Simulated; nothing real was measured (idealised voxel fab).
Process module, titled voxel capacitor over wiring
Square cells of 5 nm make up the cross-section cut, whose width is 275 nm.
This document writes a cross-section as a grid whose cells are square, and gives it as bands, listed from the top down; one or more rows of cells form a band. Band: top and bottom heights (nm) first, top before bottom; then materials from left to right, widths in nm. "full width" marks a sole material filling the band edge to edge. "empty" denotes empty space. Beneath 0, the wafer as received is one material, and that level is where height counting begins. The lowest band goes on downward without a bottom; it is written like "top 0, no bottom". The width entry "30..40" should be interpreted row by row: the top row of cells in the band takes the first number, the bottom row takes the second number, and the change between adjacent rows is uniform throughout. Where a step carries "nothing different", the cross-section came out of it unchanged, cell for cell. Reported under the label "Fully closed voids" are the empty spaces having no open way to the top and comprising 8 cells or more; the notation for each is width x height at distance, in which the distance is measured from the left edge and all three values are in nm. Where a step's line continues beyond its settings, the continuation is a remark by the simulator itself on that step. A step's line can hold "overlay nm"; with a mask on that step, the setting says how far right of the planned place the mask lay, while a negative setting says it lay to the left.
Process steps foreseen in the plan:
1 RECEIVE (material Si)
2 CONFORMAL_DEP (material SiO2; thk nm 15)
3 DIRECTIONAL_DEP (material TiN; thk nm 5)
4 DIRECTIONAL_DEP (material W; thk nm 15)
5 MASKED_ETCH (tone cover; mask id METAL_1; width nm 30; pitch nm 100; etch materials W; depth nm 15; overlay nm 0)
6 MASKED_ETCH (tone cover; mask id METAL_1; width nm 30; pitch nm 100; etch materials TiN; depth nm 5; overlay nm 0)
7 FILL_DEP (material SiO2; thk nm 10)
8 CMP (height nm 35)
9 CONFORMAL_DEP (material SiCN; thk nm 5)
10 DIRECTIONAL_DEP (material lowk; thk nm 10)
11 PATTERN (tone open; mask id PLUG_1; material resist; width nm 15; thk nm 15; overlay nm 0)
12 DIRECTIONAL_ETCH (etch materials lowk; depth nm 10)
13 DIRECTIONAL_ETCH (etch materials SiCN; depth nm 5)
14 STRIP (etch materials resist)
15 EPI (material Ru; thk nm 10)
16 EPI (material Ru; thk nm 5)
17 DIRECTIONAL_DEP (material TiN; thk nm 10)
18 DIRECTIONAL_DEP (material SiN; thk nm 5)
19 DIRECTIONAL_DEP (material TiN; thk nm 5)
20 DIRECTIONAL_DEP (material aC; thk nm 10)
21 PATTERN (tone cover; mask id UPPER_PLATE; material resist; width nm 75; thk nm 25; overlay nm 0)
22 DIRECTIONAL_ETCH (etch materials aC; depth nm 10)
23 STRIP (etch materials resist)
24 DIRECTIONAL_ETCH (etch materials TiN; depth nm 5)
25 DIRECTIONAL_ETCH (etch materials SiN; depth nm 5)
26 STRIP (etch materials aC)
27 MASKED_ETCH (tone cover; mask id LOWER_PLATE; width nm 85; etch materials TiN; depth nm 10; overlay nm 0)
28 FILL_DEP (material SiO2; thk nm 20)
29 CMP (height nm 85)
30 MASKED_ETCH (tone open; mask id PLUG_2; width nm 15; etch materials SiO2; depth nm 15; overlay nm 0)
31 CONFORMAL_DEP (material TiN; thk nm 5)
32 FILL_DEP (material Ru; thk nm 5)
33 CMP (height nm 85)
34 CONFORMAL_DEP (material SiN; thk nm 5)
Wafer cross-section on receipt, i.e. after step 1:
> top 0, no bottom: Si full width
> Fully closed voids: none
Cross-section, first of two wafers, end of module, run as planned:
> top 90, bottom 85: SiN full width
> top 85, bottom 75: SiO2 (95), then TiN (5), then Ru (5), then TiN (5), then SiO2 (165)
> top 75, bottom 65: SiO2 (95..85), then TiN (15..75), then SiO2 (165..115)
> top 65, bottom 60: SiO2 (85), then SiN (75), then SiO2 (115)
> top 60, bottom 50: SiO2 (80), then TiN (85), then SiO2 (110)
> top 50, bottom 40: lowk (85), then Ru (15), then lowk (175)
> top 40, bottom 35: SiCN (85), then Ru (15), then SiCN (175)
> top 35, bottom 20: SiO2 (70), then W (30), then SiO2 (70), then W (30), then SiO2 (75)
> top 20, bottom 15: SiO2 (70), then TiN (30), then SiO2 (70), then TiN (30), then SiO2 (75)
> top 15, bottom 0: SiO2 full width
> top 0, no bottom: Si full width
> Fully closed voids: none
Cross-section at end of module for the second wafer of two, which matched the first in starting point and plan and differed by one mistake in its processing:
> top 90, bottom 85: SiN full width
> top 85, bottom 75: SiO2 (95), then TiN (5), then Ru (5), then TiN (5), then SiO2 (165)
> top 75, bottom 70: SiO2 (95), then TiN (15), then SiO2 (165)
> top 70, bottom 65: SiO2 (85), then TiN (15), then SiO2 (55), then TiN (5), then SiO2 (115)
> top 65, bottom 60: SiO2 (85), then SiN (15), then SiO2 (55), then SiN (5), then SiO2 (115)
> top 60, bottom 55: SiO2 (80), then TiN (20), then SiO2 (55), then TiN (10), then SiO2 (110)
> top 55, bottom 50: SiO2 (80), then TiN (85), then SiO2 (110)
> top 50, bottom 45: SiO2 (55), then Ru (30), then lowk (15), then SiN (55), then Ru (60), then SiO2 (60)
> top 45, bottom 40: SiO2 (55), then Ru (30), then lowk (15), then TiN (55), then Ru (60), then SiO2 (60)
> top 40, bottom 35: SiO2 (55), then Ru (30), then SiCN (15), then TiN (55), then Ru (60), then SiO2 (60)
> top 35, bottom 20: SiO2 (70), then W (30), then SiO2 (70), then W (30), then SiO2 (75)
> top 20, bottom 15: SiO2 (70), then TiN (30), then SiO2 (70), then TiN (30), then SiO2 (75)
> top 15, bottom 0: SiO2 full width
> top 0, no bottom: Si full width
> Fully closed voids: none
Deviation from plan: step 11 ran as: PATTERN (tone cover; mask id PLUG_1; material resist; width nm 15; thk nm 15; overlay nm 0)
Bottom line after processing is that, in cells, the second wafer is up or down on some materials versus the first: Ru +45; SiCN -49; SiO2 +102; lowk -98
